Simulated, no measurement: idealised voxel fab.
process module | voxel gate over fins
cross-section cut | 230 nm wide | cells 5 nm
A cross-section is a grid of square cells, given in bands from the top down. A band is one or more rows of cells.
Each band's line starts with the height of the band's top and of its bottom, in nm. Then come its materials from left to right, each with its width in nm. One material with "throughout" fills the band from edge to edge. "air" is empty space.
Height 0 is the level under which the wafer as received is all one material. The lowest band goes on downwards, as in "0 down".
A width such as "30 to 40" changes by the same amount from each row of cells to the next, from the band's top row to its bottom row.
"no change" after a step means that no cell of the cross-section changed.
closed voids: empty space of 8 cells or more with no open way to the top, each as width x height at its distance from the left edge, in nm
after a step's settings: what the simulator itself notes on the step
overlay nm, on a step with a mask: how far to the right of its planned place the mask lay; to the left if negative
plan
1 op RECEIVE | material Si
2 op CONFORMAL_DEP | material SiN | thk nm 10
3 op PATTERN | tone cover | mask id FINS | material resist | width nm 15 | pitch nm 35 | thk nm 15 | overlay nm 0
4 op DIRECTIONAL_ETCH | etch materials SiN | depth nm 10
5 op DIRECTIONAL_ETCH | etch materials Si | depth nm 30
6 op STRIP | etch materials resist
7 op OXIDIZE | depth nm 5
8 op FILL_DEP | material SiO2 | thk nm 15
9 op CMP | height nm 10
10 op SELECTIVE_ETCH | etch materials SiO2 | depth nm 20
11 op STRIP | etch materials SiN
12 op CONFORMAL_DEP | material HfO2 | thk nm 5
13 op CONFORMAL_DEP | material TiN | thk nm 5
14 op CONFORMAL_DEP | material TiAl | thk nm 5
15 op CONFORMAL_DEP | material TiN | thk nm 5
16 op FILL_DEP | material W | thk nm 10
17 op CMP | height nm 25
18 op CONFORMAL_DEP | material SiCN | thk nm 10
first wafer, as planned
as received, after step 1
  0 down: Si throughout
  closed voids: none
after step 2
  10 to 0: SiN throughout
  below 0: unchanged
after step 3
  25 to 10: air 70 | resist 15 | air 20 | resist 15 | air 20 | resist 15 | air 75
  below 10: unchanged
after step 4
  25 to 10: air 70 | resist 15 | air 20 | resist 15 | air 20 | resist 15 | air 75
  10 to 0: air 70 | SiN 15 | air 20 | SiN 15 | air 20 | SiN 15 | air 75
  below 0: unchanged
after step 5
  25 to 10: air 70 | resist 15 | air 20 | resist 15 | air 20 | resist 15 | air 75
  10 to 0: air 70 | SiN 15 | air 20 | SiN 15 | air 20 | SiN 15 | air 75
  0 to -30: air 70 | Si 15 | air 20 | Si 15 | air 20 | Si 15 | air 75
  below -30: unchanged
after step 6
  10 to 0: air 70 | SiN 15 | air 20 | SiN 15 | air 20 | SiN 15 | air 75
  below 0: unchanged
after step 7
  10 to 0: air 70 | SiN 15 | air 20 | SiN 15 | air 20 | SiN 15 | air 75
  0 to -30: air 70 | SiO2 5 | Si 5 | SiO2 5 | air 20 | SiO2 5 | Si 5 | SiO2 5 | air 20 | SiO2 5 | Si 5 | SiO2 5 | air 75
  -30 to -35: SiO2 75 | Si 5 | SiO2 30 | Si 5 | SiO2 30 | Si 5 | SiO2 80
  below -35: unchanged
after step 8
  25 to 10: SiO2 throughout
  10 to 0: SiO2 70 | SiN 15 | SiO2 20 | SiN 15 | SiO2 20 | SiN 15 | SiO2 75
  0 to -35: SiO2 75 | Si 5 | SiO2 30 | Si 5 | SiO2 30 | Si 5 | SiO2 80
  below -35: unchanged
after step 9
  10 to 0: SiO2 70 | SiN 15 | SiO2 20 | SiN 15 | SiO2 20 | SiN 15 | SiO2 75
  below 0: unchanged
after step 10
  10 to 0: air 70 | SiN 15 | air 20 | SiN 15 | air 20 | SiN 15 | air 75
  0 to -10: air 75 | Si 5 | air 30 | Si 5 | air 30 | Si 5 | air 80
  below -10: unchanged
after step 11
  0 to -10: air 75 | Si 5 | air 30 | Si 5 | air 30 | Si 5 | air 80
  below -10: unchanged
after step 12
  5 to 0: air 70 | HfO2 15 | air 20 | HfO2 15 | air 20 | HfO2 15 | air 75
  0 to -5: air 70 | HfO2 5 | Si 5 | HfO2 5 | air 20 | HfO2 5 | Si 5 | HfO2 5 | air 20 | HfO2 5 | Si 5 | HfO2 5 | air 75
  -5 to -10: HfO2 75 | Si 5 | HfO2 30 | Si 5 | HfO2 30 | Si 5 | HfO2 80
  below -10: unchanged
after step 13
  10 to 5: air 65 | TiN 25 | air 10 | TiN 25 | air 10 | TiN 25 | air 70
  5 to 0: air 65 | TiN 5 | HfO2 15 | TiN 5 | air 10 | TiN 5 | HfO2 15 | TiN 5 | air 10 | TiN 5 | HfO2 15 | TiN 5 | air 70
  0 to -5: TiN 70 | HfO2 5 | Si 5 | HfO2 5 | TiN 20 | HfO2 5 | Si 5 | HfO2 5 | TiN 20 | HfO2 5 | Si 5 | HfO2 5 | TiN 75
  below -5: unchanged
after step 14
  15 to 10: air 60 | TiAl 105 | air 65
  10 to 5: air 60 | TiAl 5 | TiN 25 | TiAl 10 | TiN 25 | TiAl 10 | TiN 25 | TiAl 5 | air 65
  5 to 0: TiAl 65 | TiN 5 | HfO2 15 | TiN 5 | TiAl 10 | TiN 5 | HfO2 15 | TiN 5 | TiAl 10 | TiN 5 | HfO2 15 | TiN 5 | TiAl 70
  below 0: unchanged
after step 15
  20 to 15: air 55 | TiN 115 | air 60
  15 to 10: air 55 | TiN 5 | TiAl 105 | TiN 5 | air 60
  10 to 5: TiN 60 | TiAl 5 | TiN 25 | TiAl 10 | TiN 25 | TiAl 10 | TiN 25 | TiAl 5 | TiN 65
  below 5: unchanged
after step 16
  30 to 20: W throughout
  20 to 15: W 55 | TiN 115 | W 60
  15 to 10: W 55 | TiN 5 | TiAl 105 | TiN 5 | W 60
  below 10: unchanged
after step 17
  25 to 20: W throughout
  below 20: unchanged
after step 18
  35 to 25: SiCN throughout
  below 25: unchanged
second wafer: like start, like plan, one mistake. Through step 2 it matches the first wafer
when step 3 should have ended
  25 to 10: resist 70 | air 15 | resist 20 | air 15 | resist 20 | air 15 | resist 75
  below 10: unchanged
when step 4 should have ended
  25 to 10: resist 70 | air 15 | resist 20 | air 15 | resist 20 | air 15 | resist 75
  10 to 0: SiN 70 | air 15 | SiN 20 | air 15 | SiN 20 | air 15 | SiN 75
  below 0: unchanged
when step 5 should have ended
  25 to 10: resist 70 | air 15 | resist 20 | air 15 | resist 20 | air 15 | resist 75
  10 to 0: SiN 70 | air 15 | SiN 20 | air 15 | SiN 20 | air 15 | SiN 75
  0 to -30: Si 70 | air 15 | Si 20 | air 15 | Si 20 | air 15 | Si 75
  below -30: unchanged
when step 6 should have ended
  10 to 0: SiN 70 | air 15 | SiN 20 | air 15 | SiN 20 | air 15 | SiN 75
  below 0: unchanged
when step 7 should have ended
  10 to 0: SiN 70 | air 15 | SiN 20 | air 15 | SiN 20 | air 15 | SiN 75
  0 to -30: Si 65 | SiO2 5 | air 15 | SiO2 5 | Si 10 | SiO2 5 | air 15 | SiO2 5 | Si 10 | SiO2 5 | air 15 | SiO2 5 | Si 70
  -30 to -35: Si 65 | SiO2 25 | Si 10 | SiO2 25 | Si 10 | SiO2 25 | Si 70
  below -35: unchanged
when step 8 should have ended
  25 to 10: SiO2 throughout
  10 to 0: SiN 70 | SiO2 15 | SiN 20 | SiO2 15 | SiN 20 | SiO2 15 | SiN 75
  0 to -35: Si 65 | SiO2 25 | Si 10 | SiO2 25 | Si 10 | SiO2 25 | Si 70
  below -35: unchanged
when step 9 should have ended
  10 to 0: SiN 70 | SiO2 15 | SiN 20 | SiO2 15 | SiN 20 | SiO2 15 | SiN 75
  below 0: unchanged
when step 10 should have ended
  10 to 0: SiN 70 | air 15 | SiN 20 | air 15 | SiN 20 | air 15 | SiN 75
  0 to -10: Si 65 | air 25 | Si 10 | air 25 | Si 10 | air 25 | Si 70
  below -10: unchanged
when step 11 should have ended
  0 to -10: Si 65 | air 25 | Si 10 | air 25 | Si 10 | air 25 | Si 70
  below -10: unchanged
when step 12 should have ended
  5 to 0: HfO2 70 | air 15 | HfO2 20 | air 15 | HfO2 20 | air 15 | HfO2 75
  0 to -5: Si 65 | HfO2 5 | air 15 | HfO2 5 | Si 10 | HfO2 5 | air 15 | HfO2 5 | Si 10 | HfO2 5 | air 15 | HfO2 5 | Si 70
  -5 to -10: Si 65 | HfO2 25 | Si 10 | HfO2 25 | Si 10 | HfO2 25 | Si 70
  below -10: unchanged
when step 13 should have ended
  10 to 5: TiN 75 | air 5 | TiN 30 | air 5 | TiN 30 | air 5 | TiN 80
  5 to 0: HfO2 70 | TiN 5 | air 5 | TiN 5 | HfO2 20 | TiN 5 | air 5 | TiN 5 | HfO2 20 | TiN 5 | air 5 | TiN 5 | HfO2 75
  0 to -5: Si 65 | HfO2 5 | TiN 15 | HfO2 5 | Si 10 | HfO2 5 | TiN 15 | HfO2 5 | Si 10 | HfO2 5 | TiN 15 | HfO2 5 | Si 70
  below -5: unchanged
when step 14 should have ended
  15 to 10: TiAl throughout
  10 to 5: TiN 75 | TiAl 5 | TiN 30 | TiAl 5 | TiN 30 | TiAl 5 | TiN 80
  5 to 0: HfO2 70 | TiN 5 | TiAl 5 | TiN 5 | HfO2 20 | TiN 5 | TiAl 5 | TiN 5 | HfO2 20 | TiN 5 | TiAl 5 | TiN 5 | HfO2 75
  below 0: unchanged
when step 15 should have ended
  20 to 15: TiN throughout
  below 15: unchanged
when step 16 should have ended
  30 to 20: W throughout
  below 20: unchanged
when step 17 should have ended
  25 to 20: W throughout
  below 20: unchanged
when step 18 should have ended
  35 to 25: SiCN throughout
  below 25: unchanged
what went wrong: step 3 ran as: op PATTERN | tone open | mask id FINS | material resist | width nm 15 | pitch nm 35 | thk nm 15 | overlay nm 0
at the end the second wafer has, in cells: 196 more of Si | 140 fewer of SiO2 | 6 fewer of TiAl | 4 fewer of TiN | 46 fewer of W
